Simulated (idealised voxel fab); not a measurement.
This is a process module. Its name is voxel self aligned vias.
The width of the displayed cross-section, cut, is 240 nm; its cells are square, with a size of 5 nm.
Bands, listed from the top down, are how a cross-section gets written in this document; the cross-section itself is a grid of square cells, and a band is one or more rows of them. Each band's line starts with the height of the band's top and of its bottom, in nm. Then come its materials from left to right, each with its width in nm. One material with "full width" fills the band from edge to edge. "air" is empty space. Measure heights from 0. That's the level where, below it, the as-received wafer is all one material. The lowest band is bottomless and extends downward; write it as in "0 down". Width spec "30..40" -> top row of cells at first value, bottom row at second value, equal per-row change in between. Step note "nothing different" = no cross-section cell changed. So "Closed void register" is basically the list of trapped voids: any empty space of 8 cells or more that can't reach the top through an opening. They're written width x height at distance, the distance being from the left edge, and it's all nm. That trailing text on a step's line, after the settings, is the simulator's own remark on the step. overlay nm: for a step with a mask, the amount by which the mask lay right of where it was planned; a negative amount means left of it.

Steps planned for the process:
- 1: RECEIVE, material Si
- 2: CONFORMAL_DEP, material SiO2, thk nm 15
- 3: CONFORMAL_DEP, material SiCN, thk nm 5
- 4: DIRECTIONAL_DEP, material SiO2, thk nm 25
- 5: MASKED_ETCH, tone open, mask id LINES, width nm 30, pitch nm 55, etch materials SiO2, depth nm 25, overlay nm -15
- 6: CONFORMAL_DEP, material TiN, thk nm 5
- 7: FILL_DEP, material W, thk nm 10
- 8: CMP, height nm 45
- 9: SELECTIVE_ETCH, etch materials W Ru TiN, depth nm 5
- 10: FILL_DEP, material SiN, thk nm 10
- 11: CMP, height nm 45
- 12: DIRECTIONAL_DEP, material SiO2, thk nm 20
- 13: MASKED_ETCH, tone open, mask id VIAS, width nm 40, pitch nm 55, etch materials SiO2, depth nm 20, overlay nm 0
- 14: MASKED_ETCH, tone open, mask id VIAS, width nm 40, pitch nm 55, etch materials SiN, depth nm 5, overlay nm 0
- 15: CONFORMAL_DEP, material TiN, thk nm 5
- 16: FILL_DEP, material W, thk nm 10
- 17: CMP, height nm 65
- 18: CONFORMAL_DEP, material SiCN, thk nm 5
Wafer-to-wafer difference: overlay nm, step 5. Common start. Plan = first wafer's value.

The as-received cross-section of the first of several wafers corresponds to the state after step 1:
* 0 down = Si full width
* Closed void register: none

Cross-section after step 18, the final step of the module, for the first of several wafers:
* 70 to 65 = SiCN full width
* 65 to 50 = SiO2 70 nm; TiN 5 nm; W 30 nm; TiN 5 nm; SiO2 15 nm; TiN 5 nm; W 30 nm; TiN 5 nm; SiO2 75 nm
* 50 to 45 = SiO2 70 nm; TiN 5 nm; W 10 nm; TiN 25 nm; SiO2 15 nm; TiN 5 nm; W 10 nm; TiN 25 nm; SiO2 75 nm
* 45 to 40 = SiO2 60 nm; SiN 10 nm; TiN 20 nm; SiO2 25 nm; SiN 10 nm; TiN 20 nm; SiO2 95 nm
* 40 to 25 = SiO2 60 nm; TiN 5 nm; W 20 nm; TiN 5 nm; SiO2 25 nm; TiN 5 nm; W 20 nm; TiN 5 nm; SiO2 95 nm
* 25 to 20 = SiO2 60 nm; TiN 30 nm; SiO2 25 nm; TiN 30 nm; SiO2 95 nm
* 20 to 15 = SiCN full width
* 15 to 0 = SiO2 full width
* 0 down = Si full width
* Closed void register: none

Module end, final wafer: cross-section:
* 70 to 65 = SiCN full width
* 65 to 50 = SiO2 70 nm; TiN 5 nm; W 30 nm; TiN 5 nm; SiO2 15 nm; TiN 5 nm; W 30 nm; TiN 5 nm; SiO2 75 nm
* 50 to 45 = SiO2 70 nm; TiN 25 nm; W 10 nm; TiN 5 nm; SiO2 15 nm; TiN 25 nm; W 10 nm; TiN 5 nm; SiO2 75 nm
* 45 to 40 = SiO2 90 nm; TiN 20 nm; SiN 10 nm; SiO2 25 nm; TiN 20 nm; SiN 10 nm; SiO2 65 nm
* 40 to 25 = SiO2 90 nm; TiN 5 nm; W 20 nm; TiN 5 nm; SiO2 25 nm; TiN 5 nm; W 20 nm; TiN 5 nm; SiO2 65 nm
* 25 to 20 = SiO2 90 nm; TiN 30 nm; SiO2 25 nm; TiN 30 nm; SiO2 65 nm
* 20 to 15 = SiCN full width
* 15 to 0 = SiO2 full width
* 0 down = Si full width
* Closed void register: none

End of module, by wafer: material-by-material cell gain (+) or loss (-) since receipt, then closed voids:
overlay nm -15 | +96 SiCN | +4 SiN | +452 SiO2 | +56 TiN | +64 W | Closed void register: none
overlay nm -10 | +96 SiCN | +2 SiN | +452 SiO2 | +56 TiN | +66 W | Closed void register: none
overlay nm -5 | +96 SiCN | +452 SiO2 | +56 TiN | +68 W | Closed void register: none
overlay nm 0 | +96 SiCN | +452 SiO2 | +56 TiN | +68 W | Closed void register: none
overlay nm 5 | +96 SiCN | +452 SiO2 | +56 TiN | +68 W | Closed void register: none
overlay nm 10 | +96 SiCN | +2 SiN | +452 SiO2 | +56 TiN | +66 W | Closed void register: none
overlay nm 15 | +96 SiCN | +4 SiN | +452 SiO2 | +56 TiN | +64 W | Closed void register: none
